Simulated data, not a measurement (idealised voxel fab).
Process module name: voxel self aligned contacts
This is section cut - it's 160 nm across, gridded in 5 nm square cells.
Cross-section format: a grid of square cells, given as bands from top to bottom; each band is one or more rows of cells.
Band: top and bottom heights (nm) first, top before bottom; then materials from left to right, widths in nm. "edge to edge" marks a sole material filling the band edge to edge. "blank" denotes empty space.
Beneath 0, the wafer as received is one material, and that level is where height counting begins. The lowest band goes on downward without a bottom; it is written like "0 -> down".
Width: "30->40" (first number = top row, second number = bottom row, same change from row to row of cells).
"all unchanged" for a step: no cell of the cross-section changed in that step.
Look at "Completely enclosed voids" for the closed voids: empty spaces with no open path to the top, sized 8 cells or up. Each is width x height at distance, distance from the left edge, all nm.
The remark found on a step's line after its settings is issued by the simulator itself and pertains to that step.
"overlay nm" answers the question of how far to the right of plan the mask lay on a step that has a mask, and when it is negative the answer is to the left.
Set out below are the planned steps of the process:
1: RECEIVE, material Si
2: CONFORMAL_DEP, material SiO2, thk nm 5
3: DIRECTIONAL_DEP, material polySi, thk nm 20
4: DIRECTIONAL_DEP, material SiN, thk nm 20
5: MASKED_ETCH, tone cover, mask id GATE, width nm 30, pitch nm 75, etch materials SiN, depth nm 20, overlay nm 0
6: MASKED_ETCH, tone cover, mask id GATE, width nm 30, pitch nm 75, etch materials polySi, depth nm 10, overlay nm 0
7: CONFORMAL_DEP, material SiN, thk nm 10
8: DIRECTIONAL_ETCH, etch materials SiN, depth nm 10
9: FILL_DEP, material SiO2, thk nm 15
10: CMP, height nm 50
11: PATTERN, tone open, mask id CONTACT, material resist, width nm 55, thk nm 20, overlay nm 0
12: DIRECTIONAL_ETCH, etch materials SiO2, depth nm 50
13: STRIP, etch materials resist
14: CONFORMAL_DEP, material TiN, thk nm 5
15: FILL_DEP, material W, thk nm 10
16: CMP, height nm 50
17: CONFORMAL_DEP, material SiN, thk nm 5
Heads up: all these wafers start the same, and what changes between them is the depth nm in step 6. The value you see in the plan is just what the first wafer got.
Cross-section of the first incoming wafer of several, state after step 1:
- 0 -> down  Si edge to edge
- Completely enclosed voids: none
Per-wafer rows below. For each material: cells gained (+) or lost (-) since the wafer was received, as of end of module. Then: closed voids:
depth nm 10 | +128 SiN | +95 SiO2 | +23 TiN | +18 W | +88 polySi | Completely enclosed voids: none
depth nm 15 | +136 SiN | +102 SiO2 | +25 TiN | +21 W | +68 polySi | Completely enclosed voids: none
depth nm 20 | +144 SiN | +104 SiO2 | +29 TiN | +27 W | +48 polySi | Completely enclosed voids: none
depth nm 25 | +144 SiN | +104 SiO2 | +29 TiN | +27 W | +48 polySi | Completely enclosed voids: none
depth nm 30 | +144 SiN | +104 SiO2 | +29 TiN | +27 W | +48 polySi | Completely enclosed voids: none
depth nm 35 | +144 SiN | +104 SiO2 | +29 TiN | +27 W | +48 polySi | Completely enclosed voids: none
